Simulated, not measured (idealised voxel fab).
The name of this process module is voxel ribs on slabs.
It is cross-section cut that appears here, measuring 175 nm in width, its square cells being 5 nm in size.
How to read a cross-section here: the picture is a grid of square cells, written as bands going from the top down, and any band can span one or more rows of cells.
Look at the band entry: it leads with the top's height and the bottom's height in nm. Then it lists the materials left to right, with a width in nm for each. The word "edge to edge" on a single material says that material fills the band edge to edge. The word "empty" is empty space.
Height 0 is the level under which the wafer as received is all one material. The lowest band goes on downwards, as in "0 down".
It should be noted that a width expressed as "30->40" varies in equal increments from row to row of cells within the band, taking the value of the first number at the top row and that of the second number at the bottom row.
"identical to before", as given for a step, is the statement that not any cell of the cross-section underwent a change during that step.
The entry "Completely sealed voids" lists the empty spaces that cover at least 8 cells and have no open path to the top. Each is written as width x height at distance, where the distance is measured from the left edge and all three values are in nm.
It should be noted that, on the line of a given step, the content following the step's settings is a remark produced by the simulator itself with respect to that step.
A step line may carry the setting "overlay nm", which, for steps involving a mask, states the distance by which the mask lay to the right of its intended position; negative values denote displacement to the left.
Here's what the planned process steps look like
- 1: RECEIVE (material Si)
- 2: DIRECTIONAL_DEP (material SiO2; thk nm 10)
- 3: DIRECTIONAL_DEP (material polySi; thk nm 15)
- 4: DIRECTIONAL_DEP (material aC; thk nm 15)
- 5: PATTERN (tone cover; mask id RIB; material resist; width nm 30; thk nm 35; overlay nm 0)
- 6: DIRECTIONAL_ETCH (etch materials aC; depth nm 15)
- 7: STRIP (etch materials resist)
- 8: DIRECTIONAL_ETCH (etch materials polySi; depth nm 10)
- 9: STRIP (etch materials aC)
- 10: MASKED_ETCH (tone cover; mask id SLAB; width nm 70; etch materials polySi; depth nm 5; overlay nm 0)
- 11: FILL_DEP (material SiO2; thk nm 20)
- 12: CMP (height nm 45)
- 13: DIRECTIONAL_DEP (material W; thk nm 10)
- 14: DIRECTIONAL_DEP (material aC; thk nm 15)
- 15: PATTERN (tone cover; mask id HEATER; material resist; width nm 40; thk nm 35; overlay nm 0)
- 16: DIRECTIONAL_ETCH (etch materials aC; depth nm 15)
- 17: STRIP (etch materials resist)
- 18: DIRECTIONAL_ETCH (etch materials W; depth nm 10)
- 19: STRIP (etch materials aC)
- 20: CONFORMAL_DEP (material SiO2; thk nm 10)
Every wafer here starts from the same state; it is the step 2 thk nm that distinguishes them, and the value the plan gives belongs to the first wafer.
The first of several wafers as received, shown in cross-section; this is its state after step 1
- 0 down: Si edge to edge
- Completely sealed voids: none
The first of several wafers, seen in cross-section after the module's last step, step 20
- 65 to 55: 55 empty; 60 SiO2; 60 empty
- 55 to 45: 65 SiO2; 40 W; 70 SiO2
- 45 to 25: SiO2 edge to edge
- 25 to 15: 70 SiO2; 30 polySi; 75 SiO2
- 15 to 10: 50 SiO2; 70 polySi; 55 SiO2
- 10 to 0: SiO2 edge to edge
- 0 down: Si edge to edge
- Completely sealed voids: none
The module's end: a cross-section of the last wafer
- 65 to 55: 55 empty; 60 SiO2; 60 empty
- 55 to 45: 65 SiO2; 40 W; 70 SiO2
- 45 to 35: 70->50 SiO2; 30->70 polySi; 75->55 SiO2
- 35 to 0: SiO2 edge to edge
- 0 down: Si edge to edge
- Completely sealed voids: none
The table below has one row for each wafer; a row shows, as of the end of the module, how many cells of each material the wafer has gained, marked (+), or lost, marked (-), since it was received, and then the wafer's closed voids
thk nm 10; +367 SiO2; +16 W; +26 polySi; Completely sealed voids: none
thk nm 15; +367 SiO2; +16 W; +26 polySi; Completely sealed voids: none
thk nm 20; +367 SiO2; +16 W; +26 polySi; Completely sealed voids: none
thk nm 25; +367 SiO2; +16 W; +26 polySi; Completely sealed voids: none
thk nm 30; +367 SiO2; +16 W; +26 polySi; Completely sealed voids: none
thk nm 35; +373 SiO2; +16 W; +20 polySi; Completely sealed voids: none
